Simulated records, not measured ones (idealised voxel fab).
You're looking at the process module voxel ribs on slabs.
Square cell edge 5 nm, section width 190 nm, ID cut.
We lay out every cross-section as a grid of square cells and spell it out in bands from the top down, where one band means one or more rows of cells. Read a band's entry like this: the first values are the height of its top and the height of its bottom in nm, and what follows is the sequence of materials from left to right, each with its width in nm. Note that "air" is empty space, and that a single material marked "throughout" reaches across the band from edge to edge. Heights are expressed relative to 0, this being the level below which the as-received wafer comprises one material exclusively. The lowest band is unbounded in the downward direction and is denoted as in "top 0, no bottom". Width spec "30->40" -> top row of cells at first value, bottom row at second value, equal per-row change in between. "everything unchanged" -> step changed no cross-section cell. Reported under the label "Sealed internal voids" are the empty spaces having no open way to the top and comprising 8 cells or more; the notation for each is width x height at distance, in which the distance is measured from the left edge and all three values are in nm. Read whatever lies past the settings on a step's line as the simulator's own remark about the step. You can add "overlay nm" to a step's line. For a step with a mask, it describes how far the mask lay to the right of its planned position, and a negative number describes a lay to the left.
-- The following list gives the planned process steps
1. op RECEIVE | material Si
2. op DIRECTIONAL_DEP | material SiO2 | thk nm 20
3. op DIRECTIONAL_DEP | material SiN | thk nm 15
4. op PATTERN | tone cover | mask id RIB | material resist | width nm 25 | thk nm 20 | overlay nm 0
5. op DIRECTIONAL_ETCH | etch materials SiN | depth nm 10
6. op STRIP | etch materials resist
7. op MASKED_ETCH | tone cover | mask id SLAB | width nm 75 | etch materials SiN | depth nm 5 | overlay nm 0
8. op FILL_DEP | material SiO2 | thk nm 15
9. op CMP | height nm 50
10. op DIRECTIONAL_DEP | material W | thk nm 5
11. op PATTERN | tone cover | mask id HEATER | material resist | width nm 35 | thk nm 20 | overlay nm 0
12. op DIRECTIONAL_ETCH | etch materials W | depth nm 5
13. op STRIP | etch materials resist
14. op CONFORMAL_DEP | material SiN | thk nm 10
It is noted that the wafers described herein are identical at the outset and are distinguished by the thk nm of step 2; the value stated in the plan corresponds to the first wafer.
-- Cross-section: the first of several wafers in its as-received state, i.e. following step 1
> top 0, no bottom: Si throughout
> Sealed internal voids: none
-- So in this table every wafer gets its own row, and what you see is where it stands at the end of the module: for each material, how many cells it picked up (+) or gave up (-) since we received it, and after that its closed voids
thk nm 20; +105 SiN; +355 SiO2; +7 W; Sealed internal voids: none
thk nm 25; +105 SiN; +355 SiO2; +7 W; Sealed internal voids: none
thk nm 30; +105 SiN; +355 SiO2; +7 W; Sealed internal voids: none
thk nm 35; +105 SiN; +355 SiO2; +7 W; Sealed internal voids: none
thk nm 40; +100 SiN; +360 SiO2; +7 W; Sealed internal voids: none
